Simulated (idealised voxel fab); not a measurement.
Herein follows the process module entitled voxel wiring stack.
In the cross-section labelled cut, the width is 205 nm and each square cell is 5 nm.
This document writes a cross-section as a grid whose cells are square, and gives it as bands, listed from the top down; one or more rows of cells form a band.
Heights first: top, then bottom, in nm. Then materials, left to right, each with a width in nm. "all across" on a single material: fills the band edge to edge. "air": empty space.
The reference from which all heights are counted is 0, the level beneath which the as-received wafer is entirely one material; the lowest band, having no lower bound, proceeds downward and is written after the example "0 nm and below".
Top row gets the first number, bottom row gets the second, and each row in between changes by the same step: that is how a band width like "30..40" works.
You'll sometimes find "remains unaltered" written for a step, and that's the way of saying that nowhere in the cross-section did a cell change during that step.
So "Listed closed voids" is basically the list of trapped voids: any empty space of 8 cells or more that can't reach the top through an opening. They're written width x height at distance, the distance being from the left edge, and it's all nm.
On each step's line, the part that comes after the settings is the simulator's own comment on the step.
overlay nm: mask right of planned place by this much (step with mask). Neg. = left.
[plan]
- 1: RECEIVE: material Si
- 2: CONFORMAL_DEP: material SiO2, thk nm 10
- 3: CONFORMAL_DEP: material SiN, thk nm 5
- 4: DIRECTIONAL_DEP: material SiO2, thk nm 20
- 5: DIRECTIONAL_DEP: material aC, thk nm 15
- 6: PATTERN: tone open, mask id METAL_1, material resist, width nm 25, pitch nm 50, thk nm 35, overlay nm 0
- 7: DIRECTIONAL_ETCH: etch materials aC, depth nm 15
- 8: STRIP: etch materials resist
- 9: DIRECTIONAL_ETCH: etch materials SiO2, depth nm 20
- 10: DIRECTIONAL_ETCH: etch materials SiN, depth nm 5
- 11: STRIP: etch materials aC
- 12: CONFORMAL_DEP: material TiN, thk nm 5
- 13: FILL_DEP: material W, thk nm 5
- 14: CMP: height nm 35
- 15: EPI: material Ru, thk nm 5
- 16: FILL_DEP: material SiCN, thk nm 5
- 17: DIRECTIONAL_DEP: material lowk, thk nm 35
- 18: MASKED_ETCH: tone open, mask id METAL_2_HOLES, width nm 15, pitch nm 50, etch materials lowk, depth nm 35, overlay nm 0
- 19: MASKED_ETCH: tone open, mask id METAL_2, width nm 25, pitch nm 50, etch materials lowk, depth nm 20, overlay nm 0
- 20: MASKED_ETCH: tone open, mask id METAL_2, width nm 25, pitch nm 50, etch materials SiCN, depth nm 5, overlay nm 0
- 21: CONFORMAL_DEP: material TiN, thk nm 5
- 22: FILL_DEP: material Cu, thk nm 10
- 23: CMP: height nm 80
- 24: CONFORMAL_DEP: material SiCN, thk nm 5
- 25: DIRECTIONAL_DEP: material SiO2, thk nm 30
- 26: PATTERN: tone open, mask id METAL_3_HOLES, material resist, width nm 15, pitch nm 50, thk nm 15, overlay nm 0
- 27: DIRECTIONAL_ETCH: etch materials SiO2, depth nm 30
- 28: STRIP: etch materials resist
- 29: DIRECTIONAL_DEP: material aC, thk nm 15
- 30: PATTERN: tone open, mask id METAL_3, material resist, width nm 25, pitch nm 50, thk nm 35, overlay nm 0
- 31: DIRECTIONAL_ETCH: etch materials aC, depth nm 15
- 32: STRIP: etch materials resist
- 33: DIRECTIONAL_ETCH: etch materials SiO2, depth nm 20
- 34: DIRECTIONAL_ETCH: etch materials SiCN, depth nm 5
- 35: STRIP: etch materials aC
- 36: CONFORMAL_DEP: material TiN, thk nm 5
- 37: FILL_DEP: material Ru, thk nm 10
- 38: CMP: height nm 115
- 39: CONFORMAL_DEP: material SiCN, thk nm 5
[This is the cross-section of the wafer as we received it, i.e. after step 1]
  0 nm and below | Si all across
  Listed closed voids: none
[Below is the wafer in cross-section after the module was completed. It began from the starting point shown above and followed the plan shown above, except that one mistake was made while running it]
  120 nm to 115 nm | SiCN all across
  115 nm to 100 nm | SiO2 40 nm; TiN 5 nm; Ru 15 nm; TiN 5 nm; SiO2 25 nm; TiN 5 nm; Ru 15 nm; TiN 5 nm; SiO2 25 nm; TiN 5 nm; Ru 15 nm; TiN 5 nm; SiO2 40 nm
  100 nm to 95 nm | SiO2 40 nm; TiN 5 nm; Ru 5 nm; TiN 15 nm; SiO2 25 nm; TiN 5 nm; Ru 5 nm; TiN 15 nm; SiO2 25 nm; TiN 5 nm; Ru 5 nm; TiN 15 nm; SiO2 40 nm
  95 nm to 85 nm | SiO2 40 nm; TiN 5 nm; Ru 5 nm; TiN 5 nm; SiO2 35 nm; TiN 5 nm; Ru 5 nm; TiN 5 nm; SiO2 35 nm; TiN 5 nm; Ru 5 nm; TiN 5 nm; SiO2 50 nm
  85 nm to 80 nm | SiCN 40 nm; TiN 15 nm; SiCN 35 nm; TiN 15 nm; SiCN 35 nm; TiN 15 nm; SiCN 50 nm
  80 nm to 75 nm | Cu 30 nm; TiN 15 nm; Cu 15 nm; TiN 15 nm; Cu 5 nm; TiN 15 nm; Cu 15 nm; TiN 15 nm; Cu 5 nm; TiN 15 nm; Cu 15 nm; TiN 15 nm; Cu 30 nm
  75 nm to 70 nm | TiN 35 nm; lowk 5 nm; TiN 5 nm; Cu 15 nm; TiN 5 nm; lowk 5 nm; TiN 15 nm; lowk 5 nm; TiN 5 nm; Cu 15 nm; TiN 5 nm; lowk 5 nm; TiN 15 nm; lowk 5 nm; TiN 5 nm; Cu 15 nm; TiN 5 nm; lowk 5 nm; TiN 35 nm
  70 nm to 60 nm | lowk 40 nm; TiN 5 nm; Cu 15 nm; TiN 5 nm; lowk 25 nm; TiN 5 nm; Cu 15 nm; TiN 5 nm; lowk 25 nm; TiN 5 nm; Cu 15 nm; TiN 5 nm; lowk 40 nm
  60 nm to 55 nm | lowk 40 nm; TiN 5 nm; Cu 5 nm; TiN 15 nm; lowk 25 nm; TiN 5 nm; Cu 5 nm; TiN 15 nm; lowk 25 nm; TiN 5 nm; Cu 5 nm; TiN 15 nm; lowk 40 nm
  55 nm to 45 nm | lowk 40 nm; TiN 5 nm; Cu 5 nm; TiN 5 nm; lowk 35 nm; TiN 5 nm; Cu 5 nm; TiN 5 nm; lowk 35 nm; TiN 5 nm; Cu 5 nm; TiN 5 nm; lowk 50 nm
  45 nm to 40 nm | lowk 40 nm; TiN 15 nm; lowk 35 nm; TiN 15 nm; lowk 35 nm; TiN 15 nm; lowk 50 nm
  40 nm to 35 nm | lowk 35 nm; Ru 35 nm; lowk 15 nm; Ru 35 nm; lowk 15 nm; Ru 35 nm; lowk 35 nm
  35 nm to 15 nm | SiO2 40 nm; TiN 5 nm; W 15 nm; TiN 5 nm; SiO2 25 nm; TiN 5 nm; W 15 nm; TiN 5 nm; SiO2 25 nm; TiN 5 nm; W 15 nm; TiN 5 nm; SiO2 40 nm
  15 nm to 10 nm | SiN 40 nm; TiN 25 nm; SiN 25 nm; TiN 25 nm; SiN 25 nm; TiN 25 nm; SiN 40 nm
  10 nm to 0 nm | SiO2 all across
  0 nm and below | Si all across
  Listed closed voids: none
In executing the process, a mistake was made relative to the plan: step 16 of the plan was excluded from execution and never run
